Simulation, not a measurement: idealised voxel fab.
process module | voxel spacer lines
cross-section cut | 150 nm wide | cells 5 nm
A cross-section is a grid of square cells, given in bands from the top down. A band is one or more rows of cells.
Each band's line starts with the height of the band's top and of its bottom, in nm. Then come its materials from left to right, each with its width in nm. One material with "throughout" fills the band from edge to edge. "air" is empty space.
Height 0 is the level under which the wafer as received is all one material. The lowest band goes on downwards, as in "0 down".
A width such as "30 to 40" changes by the same amount from each row of cells to the next, from the band's top row to its bottom row.
"no change" after a step means that no cell of the cross-section changed.
closed voids: empty space of 8 cells or more with no open way to the top, each as width x height at its distance from the left edge, in nm
after a step's settings: what the simulator itself notes on the step
overlay nm, on a step with a mask: how far to the right of its planned place the mask lay; to the left if negative
plan
1 op RECEIVE | material Si
2 op CONFORMAL_DEP | material Al2O3 | thk nm 5
3 op DIRECTIONAL_DEP | material W | thk nm 10
4 op DIRECTIONAL_DEP | material polySi | thk nm 20
5 op PATTERN | tone cover | mask id MANDREL | material resist | width nm 15 | pitch nm 50 | thk nm 25 | overlay nm 0
6 op DIRECTIONAL_ETCH | etch materials polySi | depth nm 20
7 op STRIP | etch materials resist
8 op CONFORMAL_DEP | material SiN | thk nm 10
9 op DIRECTIONAL_ETCH | etch materials SiN | depth nm 10
10 op STRIP | etch materials polySi
11 op DIRECTIONAL_ETCH | etch materials W | depth nm 10
12 op STRIP | etch materials SiN
13 op FILL_DEP | material SiO2 | thk nm 5
14 op CMP | height nm 15
as received, after step 1
  0 down: Si throughout
  closed voids: none
first wafer at the end, as planned
  15 to 5: SiO2 30 | W 10 | SiO2 15 | W 10 | SiO2 15 | W 10 | SiO2 15 | W 10 | SiO2 35
  5 to 0: Al2O3 throughout
  0 down: Si throughout
  closed voids: none
second wafer at the end: like start, like plan, one mistake
  15 to 5: SiO2 30 | W 10 | SiO2 15 | W 10 | SiO2 15 | W 10 | SiO2 15 | W 10 | SiO2 35
  5 to 0: W throughout
  0 down: Si throughout
  closed voids: none
what went wrong: step 2 ran as: op CONFORMAL_DEP | material W | thk nm 5
at the end the second wafer has, in cells: 30 fewer of Al2O3 | 30 more of W
